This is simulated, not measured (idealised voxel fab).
This is a process module. Its name is voxel gate over fins.
Each square cell in cross-section cut measures 5 nm, and the section as a whole is 275 nm wide.
Think of the cross-section as a grid of square cells. We describe it in bands, top to bottom, and each band covers one or more rows of those cells. Top, bottom (nm), then materials left to right with widths (nm); lone material tagged "all across" fills the whole band edge to edge; "empty" = empty space. We count height from 0. Below that, the starting wafer is all one material. The lowest band never ends at the bottom but goes on down; see "0 and below" for how that is written. A width such as "30->40" changes by the same amount from each row of cells to the next, from the band's top row to its bottom row. No cell of the cross-section changed in a step that is given as "stayed the same". So "Closed void register" is basically the list of trapped voids: any empty space of 8 cells or more that can't reach the top through an opening. They're written width x height at distance, the distance being from the left edge, and it's all nm. Past the settings on a step's line: simulator remark, on that step. For masked steps, "overlay nm" on the step line gives how far right of plan the mask actually lay; a minus sign means it lay to the left.
BELOW IS THE LIST OF PLANNED PROCESS STEPS
step 1: RECEIVE | material Si
step 2: CONFORMAL_DEP | material SiN | thk nm 10
step 3: DIRECTIONAL_DEP | material aC | thk nm 15
step 4: PATTERN | tone cover | mask id FINS | material resist | width nm 15 | pitch nm 50 | thk nm 35 | overlay nm 0
step 5: DIRECTIONAL_ETCH | etch materials aC | depth nm 15
step 6: STRIP | etch materials resist
step 7: DIRECTIONAL_ETCH | etch materials SiN | depth nm 10
step 8: DIRECTIONAL_ETCH | etch materials Si | depth nm 40
step 9: STRIP | etch materials aC
step 10: OXIDIZE | depth nm 5
step 11: FILL_DEP | material SiO2 | thk nm 15
step 12: CMP | height nm 10
step 13: MASKED_ETCH | tone open | mask id RAIL | width nm 15 | etch materials SiO2 | depth nm 45 | overlay nm 0
step 14: CONFORMAL_DEP | material TiN | thk nm 5
step 15: FILL_DEP | material W | thk nm 10
step 16: CMP | height nm 10
step 17: SELECTIVE_ETCH | etch materials W Ru TiN | depth nm 30
step 18: FILL_DEP | material SiO2 | thk nm 5
step 19: CMP | height nm 10
step 20: SELECTIVE_ETCH | etch materials SiO2 | depth nm 20
step 21: STRIP | etch materials SiN
step 22: CONFORMAL_DEP | material HfO2 | thk nm 5
step 23: CONFORMAL_DEP | material TiN | thk nm 5
step 24: CONFORMAL_DEP | material TiAl | thk nm 5
step 25: CONFORMAL_DEP | material TiN | thk nm 5
step 26: FILL_DEP | material W | thk nm 15
step 27: CMP | height nm 30
step 28: CONFORMAL_DEP | material SiCN | thk nm 10
DELIVERED WAFER IN CROSS-SECTION: STATE AFTER STEP 1
	0 and below | Si all across
	Closed void register: none
CROSS-SECTION AT MODULE END, ONE RUN ERROR; START AND PLAN UNCHANGED FROM ABOVE
	40 down to 30 | SiCN all across
	30 down to 20 | W all across
	20 down to 15 | TiN all across
	15 down to 10 | TiAl all across
	10 down to 5 | TiN all across
	5 down to 0 | HfO2 all across
	0 down to -20 | 110 SiO2; 5 Si; 45 SiO2; 5 Si; 110 SiO2
	-20 down to -30 | 110 SiO2; 5 Si; 15 SiO2; 5 TiN; 5 W; 5 TiN; 15 SiO2; 5 Si; 110 SiO2
	-30 down to -35 | 110 SiO2; 5 Si; 15 SiO2; 15 TiN; 15 SiO2; 5 Si; 110 SiO2
	-35 down to -45 | 110 SiO2; 5 Si; 45 SiO2; 5 Si; 110 SiO2
	-45 and below | Si all across
	Closed void register: none
Run error: in deviation from the planned setting, step 20 was conducted as SELECTIVE_ETCH | etch materials SiO2 | depth nm 10
